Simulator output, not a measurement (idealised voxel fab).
You're looking at the process module voxel capacitor over wiring.
We display cut, a cross-section 215 nm in width whose square cells are each 5 nm.
Square cells in a grid make up a cross-section in this document, and the grid is given as bands, listed from the top down, each one or more rows of cells. First you get the band's top height and its bottom height, in nm, and then the materials it's made of, left to right, with each width in nm. If you see a single material with "all across", that one covers the band edge to edge. "empty" is empty space. Zero point of the height axis is 0; under it, received wafer = one material. Lowest band: continues down indefinitely, "0 nm and below". Note: "30..40" means the width goes from the first number (top row of the band) to the second number (bottom row) in equal steps per row of cells. Given "nothing was modified" for a step, no cell of the cross-section differs between before and after that step. "Closed void table": empty spaces of 8 cells or more with no open way to the top, each given as width x height at distance, distance from the left edge, all in nm. Post-settings text on a step line: simulator's own remark regarding the step. If you see "overlay nm" on a step's line and that step has a mask, it's telling you how far right of where it was planned the mask ended up; a negative number means it went left instead.

STEPS PLANNED FOR THE PROCESS
1. RECEIVE [material Si]
2. CONFORMAL_DEP [material SiO2] [thk nm 15]
3. CONFORMAL_DEP [material SiCN] [thk nm 5]
4. DIRECTIONAL_DEP [material SiO2] [thk nm 20]
5. MASKED_ETCH [tone open] [mask id METAL_1] [width nm 30] [pitch nm 80] [etch materials SiO2] [depth nm 20] [overlay nm 0]
6. MASKED_ETCH [tone open] [mask id METAL_1] [width nm 30] [pitch nm 80] [etch materials SiCN] [depth nm 5] [overlay nm 0]
7. CONFORMAL_DEP [material TiN] [thk nm 5]
8. FILL_DEP [material Cu] [thk nm 10]
9. CMP [height nm 40]
10. CONFORMAL_DEP [material SiCN] [thk nm 5]
11. DIRECTIONAL_DEP [material lowk] [thk nm 15]
12. MASKED_ETCH [tone open] [mask id PLUG_1] [width nm 15] [etch materials lowk] [depth nm 15] [overlay nm 0]
13. MASKED_ETCH [tone open] [mask id PLUG_1] [width nm 15] [etch materials SiCN] [depth nm 5] [overlay nm 0]
14. CONFORMAL_DEP [material TiN] [thk nm 5]
15. FILL_DEP [material W] [thk nm 10]
16. CMP [height nm 60]
17. DIRECTIONAL_DEP [material TiN] [thk nm 10]
18. DIRECTIONAL_DEP [material HfO2] [thk nm 5]
19. DIRECTIONAL_DEP [material TiN] [thk nm 5]
20. MASKED_ETCH [tone cover] [mask id UPPER_PLATE] [width nm 55] [etch materials TiN] [depth nm 5] [overlay nm 0]
21. MASKED_ETCH [tone cover] [mask id UPPER_PLATE] [width nm 55] [etch materials HfO2] [depth nm 5] [overlay nm 0]
22. MASKED_ETCH [tone cover] [mask id LOWER_PLATE] [width nm 65] [etch materials TiN] [depth nm 10] [overlay nm 0]
23. FILL_DEP [material SiO2] [thk nm 20]
24. CMP [height nm 95]
25. MASKED_ETCH [tone open] [mask id PLUG_2] [width nm 15] [etch materials SiO2] [depth nm 15] [overlay nm 0]
26. CONFORMAL_DEP [material TiN] [thk nm 5]
27. FILL_DEP [material Cu] [thk nm 10]
28. CMP [height nm 95]
29. CONFORMAL_DEP [material SiCN] [thk nm 5]

OF TWO WAFERS, THE FIRST: RUN ACCORDING TO PLAN

THIS IS THE CROSS-SECTION OF THE WAFER AS WE RECEIVED IT, I.E. AFTER STEP 1
> 0 nm and below | Si all across
> Closed void table: none

SECTIONAL VIEW: WAFER, AFTER STEP 2
> 15 nm to 0 nm | SiO2 all across
> Under 0: no change, same as before.

SECTIONAL VIEW: WAFER, AFTER STEP 3
> 20 nm to 15 nm | SiCN all across
> Under 15: no change, same as before.

SECTIONAL VIEW: WAFER, AFTER STEP 4
> 40 nm to 20 nm | SiO2 all across
> Under 20: no change, same as before.

SECTIONAL VIEW: WAFER, AFTER STEP 5
> 40 nm to 20 nm | 50 SiO2, 30 empty, 50 SiO2, 30 empty, 55 SiO2
> Under 20: no change, same as before.

SECTIONAL VIEW: WAFER, AFTER STEP 6
> 40 nm to 20 nm | 50 SiO2, 30 empty, 50 SiO2, 30 empty, 55 SiO2
> 20 nm to 15 nm | 50 SiCN, 30 empty, 50 SiCN, 30 empty, 55 SiCN
> Under 15: no change, same as before.

SECTIONAL VIEW: WAFER, AFTER STEP 7
> 45 nm to 40 nm | 55 TiN, 20 empty, 60 TiN, 20 empty, 60 TiN
> 40 nm to 20 nm | 50 SiO2, 5 TiN, 20 empty, 5 TiN, 50 SiO2, 5 TiN, 20 empty, 5 TiN, 55 SiO2
> 20 nm to 15 nm | 50 SiCN, 30 TiN, 50 SiCN, 30 TiN, 55 SiCN
> Under 15: no change, same as before.

SECTIONAL VIEW: WAFER, AFTER STEP 8
> 55 nm to 45 nm | Cu all across
> 45 nm to 40 nm | 55 TiN, 20 Cu, 60 TiN, 20 Cu, 60 TiN
> 40 nm to 20 nm | 50 SiO2, 5 TiN, 20 Cu, 5 TiN, 50 SiO2, 5 TiN, 20 Cu, 5 TiN, 55 SiO2
> Under 20: no change, same as before.

SECTIONAL VIEW: WAFER, AFTER STEP 9
> 40 nm to 20 nm | 50 SiO2, 5 TiN, 20 Cu, 5 TiN, 50 SiO2, 5 TiN, 20 Cu, 5 TiN, 55 SiO2
> Under 20: no change, same as before.

SECTIONAL VIEW: WAFER, AFTER STEP 10
> 45 nm to 40 nm | SiCN all across
> Under 40: no change, same as before.

SECTIONAL VIEW: WAFER, AFTER STEP 11
> 60 nm to 45 nm | lowk all across
> Under 45: no change, same as before.

SECTIONAL VIEW: WAFER, AFTER STEP 12
> 60 nm to 45 nm | 65 lowk, 15 empty, 135 lowk
> Under 45: no change, same as before.

SECTIONAL VIEW: WAFER, AFTER STEP 13
> 60 nm to 45 nm | 65 lowk, 15 empty, 135 lowk
> 45 nm to 40 nm | 65 SiCN, 15 empty, 135 SiCN
> Under 40: no change, same as before.

SECTIONAL VIEW: WAFER, AFTER STEP 14
> 65 nm to 60 nm | 70 TiN, 5 empty, 140 TiN
> 60 nm to 45 nm | 65 lowk, 5 TiN, 5 empty, 5 TiN, 135 lowk
> 45 nm to 40 nm | 65 SiCN, 15 TiN, 135 SiCN
> Under 40: no change, same as before.

SECTIONAL VIEW: WAFER, AFTER STEP 15
> 75 nm to 65 nm | W all across
> 65 nm to 60 nm | 70 TiN, 5 W, 140 TiN
> 60 nm to 45 nm | 65 lowk, 5 TiN, 5 W, 5 TiN, 135 lowk
> Under 45: no change, same as before.

SECTIONAL VIEW: WAFER, AFTER STEP 16
> 60 nm to 45 nm | 65 lowk, 5 TiN, 5 W, 5 TiN, 135 lowk
> Under 45: no change, same as before.

SECTIONAL VIEW: WAFER, AFTER STEP 17
> 70 nm to 60 nm | TiN all across
> Under 60: no change, same as before.

SECTIONAL VIEW: WAFER, AFTER STEP 18
> 75 nm to 70 nm | HfO2 all across
> Under 70: no change, same as before.

SECTIONAL VIEW: WAFER, AFTER STEP 19
> 80 nm to 75 nm | TiN all across
> Under 75: no change, same as before.

SECTIONAL VIEW: WAFER, AFTER STEP 20
> 80 nm to 75 nm | 65 empty, 55 TiN, 95 empty
> Under 75: no change, same as before.

SECTIONAL VIEW: WAFER, AFTER STEP 21
> 80 nm to 75 nm | 65 empty, 55 TiN, 95 empty
> 75 nm to 70 nm | 65 empty, 55 HfO2, 95 empty
> Under 70: no change, same as before.

SECTIONAL VIEW: WAFER, AFTER STEP 22
> 80 nm to 75 nm | 65 empty, 55 TiN, 95 empty
> 75 nm to 70 nm | 65 empty, 55 HfO2, 95 empty
> 70 nm to 60 nm | 60 empty, 65 TiN, 90 empty
> Under 60: no change, same as before.

SECTIONAL VIEW: WAFER, AFTER STEP 23
> 100 nm to 80 nm | SiO2 all across
> 80 nm to 75 nm | 65 SiO2, 55 TiN, 95 SiO2
> 75 nm to 70 nm | 65 SiO2, 55 HfO2, 95 SiO2
> 70 nm to 60 nm | 60 SiO2, 65 TiN, 90 SiO2
> Under 60: no change, same as before.

SECTIONAL VIEW: WAFER, AFTER STEP 24
> 95 nm to 80 nm | SiO2 all across
> Under 80: no change, same as before.

SECTIONAL VIEW: WAFER, AFTER STEP 25
> 95 nm to 80 nm | 75 SiO2, 15 empty, 125 SiO2
> Under 80: no change, same as before.

SECTIONAL VIEW: WAFER, AFTER STEP 26
> 100 nm to 95 nm | 80 TiN, 5 empty, 130 TiN
> 95 nm to 85 nm | 75 SiO2, 5 TiN, 5 empty, 5 TiN, 125 SiO2
> 85 nm to 75 nm | 75..65 SiO2, 15..55 TiN, 125..95 SiO2
> Under 75: no change, same as before.

SECTIONAL VIEW: WAFER, AFTER STEP 27
> 110 nm to 100 nm | Cu all across
> 100 nm to 95 nm | 80 TiN, 5 Cu, 130 TiN
> 95 nm to 85 nm | 75 SiO2, 5 TiN, 5 Cu, 5 TiN, 125 SiO2
> Under 85: no change, same as before.

SECTIONAL VIEW: WAFER, AFTER STEP 28
> 95 nm to 85 nm | 75 SiO2, 5 TiN, 5 Cu, 5 TiN, 125 SiO2
> Under 85: no change, same as before.

SECTIONAL VIEW: WAFER, AFTER STEP 29
> 100 nm to 95 nm | SiCN all across
> Under 95: no change, same as before.

WHAT FOLLOWS CONCERNS THE SECOND WAFER, WHICH STARTED OUT LIKE THE FIRST AND WAS MEANT TO FOLLOW THE VERY SAME PLAN; ONE MISTAKE CREPT IN WHEN IT WAS RUN, BUT EVERYTHING UP TO AND INCLUDING STEP 21 IS THE SAME AS FOR THE FIRST WAFER

SECOND WAFER, CUT VIEW, END OF STEP 22 PER PLAN
> 80 nm to 75 nm | 65 empty, 55 TiN, 95 empty
> 75 nm to 70 nm | 65 empty, 55 HfO2, 95 empty
> 70 nm to 60 nm | 55 empty, 75 TiN, 85 empty
> Under 60: no change, same as before.

SECOND WAFER, CUT VIEW, END OF STEP 23 PER PLAN
> 100 nm to 80 nm | SiO2 all across
> 80 nm to 75 nm | 65 SiO2, 55 TiN, 95 SiO2
> 75 nm to 70 nm | 65 SiO2, 55 HfO2, 95 SiO2
> 70 nm to 60 nm | 55 SiO2, 75 TiN, 85 SiO2
> Under 60: no change, same as before.

SECOND WAFER, CUT VIEW, END OF STEP 24 PER PLAN
> 95 nm to 80 nm | SiO2 all across
> Under 80: no change, same as before.

SECOND WAFER, CUT VIEW, END OF STEP 25 PER PLAN
> 95 nm to 80 nm | 75 SiO2, 15 empty, 125 SiO2
> Under 80: no change, same as before.

SECOND WAFER, CUT VIEW, END OF STEP 26 PER PLAN
> 100 nm to 95 nm | 80 TiN, 5 empty, 130 TiN
> 95 nm to 85 nm | 75 SiO2, 5 TiN, 5 empty, 5 TiN, 125 SiO2
> 85 nm to 75 nm | 75..65 SiO2, 15..55 TiN, 125..95 SiO2
> Under 75: no change, same as before.

SECOND WAFER, CUT VIEW, END OF STEP 27 PER PLAN
> 110 nm to 100 nm | Cu all across
> 100 nm to 95 nm | 80 TiN, 5 Cu, 130 TiN
> 95 nm to 85 nm | 75 SiO2, 5 TiN, 5 Cu, 5 TiN, 125 SiO2
> Under 85: no change, same as before.

SECOND WAFER, CUT VIEW, END OF STEP 28 PER PLAN
> 95 nm to 85 nm | 75 SiO2, 5 TiN, 5 Cu, 5 TiN, 125 SiO2
> Under 85: no change, same as before.

SECOND WAFER, CUT VIEW, END OF STEP 29 PER PLAN
> 100 nm to 95 nm | SiCN all across
> Under 95: no change, same as before.
Plan not followed: so step 22 ended up running with a different setting than we planned, it ran as MASKED_ETCH [tone cover] [mask id LOWER_PLATE] [width nm 75] [etch materials TiN] [depth nm 10] [overlay nm 0]
The closing comparison, in cells, has the second wafer with more or fewer of some materials than the first: 4 fewer of SiO2 | 4 more of TiN
